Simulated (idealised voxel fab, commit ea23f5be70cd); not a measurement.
This is a process module. Its name is voxel trench capacitor.
Cross-sectional view cut (width: 145 nm; square cell size: 5 nm).
Just so we're on the same page, the cross-sections are grids of square cells, and they're listed out in bands top to bottom, each band one or more rows deep.
Quick guide to a band line: top height, bottom height (nm) up front; then every material left to right with its width in nm. Only one material and it's marked "edge to edge"? Then it fills the band edge to edge. And "air" just means empty space.
Heights are reckoned from 0. Under this level, the received wafer is all of one material. The bottommost band is open-ended downward, for example "0 nm and below".
When a width is written as two numbers, as in "30 to 40", the first number is the width in the top row of cells of the band and the second is the width in its bottom row, and the width changes by the same amount from each row to the next.
Any step labelled "remains unaltered" changed none of the cells in the cross-section.
Empty spaces without an open route to the top, at least 8 cells in extent, make up the entry "Enclosed cavities"; each is given as width x height at distance, where the distance is measured from the left edge, and all are in nm.
Past the settings on a step's line: simulator remark, on that step.
On any step carrying a mask, the "overlay nm" setting, if present on the step's line, tells how far right of its planned place the mask lay; negative values point to the left.

Here's what the planned process steps look like
1. RECEIVE | material Si
2. CONFORMAL_DEP | material SiN | thk nm 5
3. DIRECTIONAL_DEP | material aC | thk nm 15
4. PATTERN | tone open | mask id TRENCH | material resist | width nm 20 | pitch nm 35 | thk nm 35 | overlay nm 0
5. DIRECTIONAL_ETCH | etch materials aC | depth nm 15
6. STRIP | etch materials resist
7. DIRECTIONAL_ETCH | etch materials SiN | depth nm 5
8. DIRECTIONAL_ETCH | etch materials Si | depth nm 35
9. STRIP | etch materials aC
10. CONFORMAL_DEP | material SiO2 | thk nm 5
11. FILL_DEP | material polySi | thk nm 10
12. CMP | height nm 5

This is the cross-section of the wafer as we received it, i.e. after step 1
0 nm and below  Si edge to edge
Enclosed cavities: none

One mistake in running the module, otherwise start and plan as above: cross-section at the end
5 nm to 0 nm  SiN 50 nm, SiO2 5 nm, polySi 5 nm, SiO2 5 nm, SiN 20 nm, SiO2 5 nm, polySi 5 nm, SiO2 5 nm, SiN 45 nm
0 nm to -30 nm  Si 50 nm, SiO2 5 nm, polySi 5 nm, SiO2 5 nm, Si 20 nm, SiO2 5 nm, polySi 5 nm, SiO2 5 nm, Si 45 nm
-30 nm to -35 nm  Si 50 nm, SiO2 15 nm, Si 20 nm, SiO2 15 nm, Si 45 nm
-35 nm and below  Si edge to edge
Enclosed cavities: none
Misprocessing identified: step 4 was processed under conditions differing from the plan, specifically as PATTERN | tone open | mask id TRENCH | material resist | width nm 15 | pitch nm 35 | thk nm 35 | overlay nm 0
